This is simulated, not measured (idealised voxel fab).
process module | voxel ribs on slabs
We display cut, a cross-section 140 nm in width whose square cells are each 5 nm.
Heads up, the way a cross-section reads in here is a grid of square cells, handed over as bands from the top down, with every band being one or more rows of cells. Basically the band line says how high the top is and how high the bottom is, in nm, and then what's in it from left to right, every material with its width in nm. Empty space shows up as "air", and if a single material carries "edge to edge" it runs the full band edge to edge. Heights from 0 (as-received wafer is one material below). Bottom band endless downward, as "0 -> down". The width entry "30..40" should be interpreted row by row: the top row of cells in the band takes the first number, the bottom row takes the second number, and the change between adjacent rows is uniform throughout. It should be understood that the words "everything unchanged", when stated for a given step, signify that the cross-section underwent no change in any of its cells during that step. For the entry "Trapped cavities", the listed items are empty spaces with no open way to the top whose size is 8 cells or more; each item follows the pattern width x height at distance, where distance is from the left edge and all three are in nm. Past the settings on a step's line: simulator remark, on that step. "overlay nm", when on a step's line for a step with a mask, measures how far to the right of its planned place the mask lay; a negative measure means to the left.

**Set out below are the planned steps of the process**
1: op RECEIVE | material Si
2: op DIRECTIONAL_DEP | material SiO2 | thk nm 25
3: op DIRECTIONAL_DEP | material polySi | thk nm 15
4: op DIRECTIONAL_DEP | material aC | thk nm 10
5: op PATTERN | tone cover | mask id RIB | material resist | width nm 25 | thk nm 30 | overlay nm 0
6: op DIRECTIONAL_ETCH | etch materials aC | depth nm 10
7: op STRIP | etch materials resist
8: op DIRECTIONAL_ETCH | etch materials polySi | depth nm 10
9: op STRIP | etch materials aC
10: op DIRECTIONAL_DEP | material aC | thk nm 10
11: op PATTERN | tone cover | mask id SLAB | material resist | width nm 65 | thk nm 30 | overlay nm 0
12: op DIRECTIONAL_ETCH | etch materials aC | depth nm 10
13: op STRIP | etch materials resist
14: op DIRECTIONAL_ETCH | etch materials polySi | depth nm 5
15: op STRIP | etch materials aC
16: op FILL_DEP | material SiO2 | thk nm 25
17: op CMP | height nm 60
18: op DIRECTIONAL_DEP | material TiN | thk nm 10
19: op DIRECTIONAL_DEP | material aC | thk nm 10
20: op PATTERN | tone cover | mask id HEATER | material resist | width nm 35 | thk nm 25 | overlay nm 0
21: op DIRECTIONAL_ETCH | etch materials aC | depth nm 10
22: op STRIP | etch materials resist
23: op DIRECTIONAL_ETCH | etch materials TiN | depth nm 10
24: op STRIP | etch materials aC
25: op CONFORMAL_DEP | material SiO2 | thk nm 10

**Cross-section of the wafer at receipt, which is the condition after step 1**
- 0 -> down | Si edge to edge
- Trapped cavities: none

**Wafer cross-section at end of module: start and plan as shown above, one execution error**
- 80 -> 70 | air (40), then SiO2 (55), then air (45)
- 70 -> 60 | SiO2 (50), then TiN (35), then SiO2 (55)
- 60 -> 40 | SiO2 edge to edge
- 40 -> 30 | SiO2 (60), then polySi (20), then SiO2 (60)
- 30 -> 25 | SiO2 (35), then polySi (65), then SiO2 (40)
- 25 -> 0 | SiO2 edge to edge
- 0 -> down | Si edge to edge
- Trapped cavities: none
Heads up, the wafer didn't run the way we planned it: step 5 ran as: op PATTERN | tone cover | mask id RIB | material resist | width nm 20 | thk nm 30 | overlay nm 0
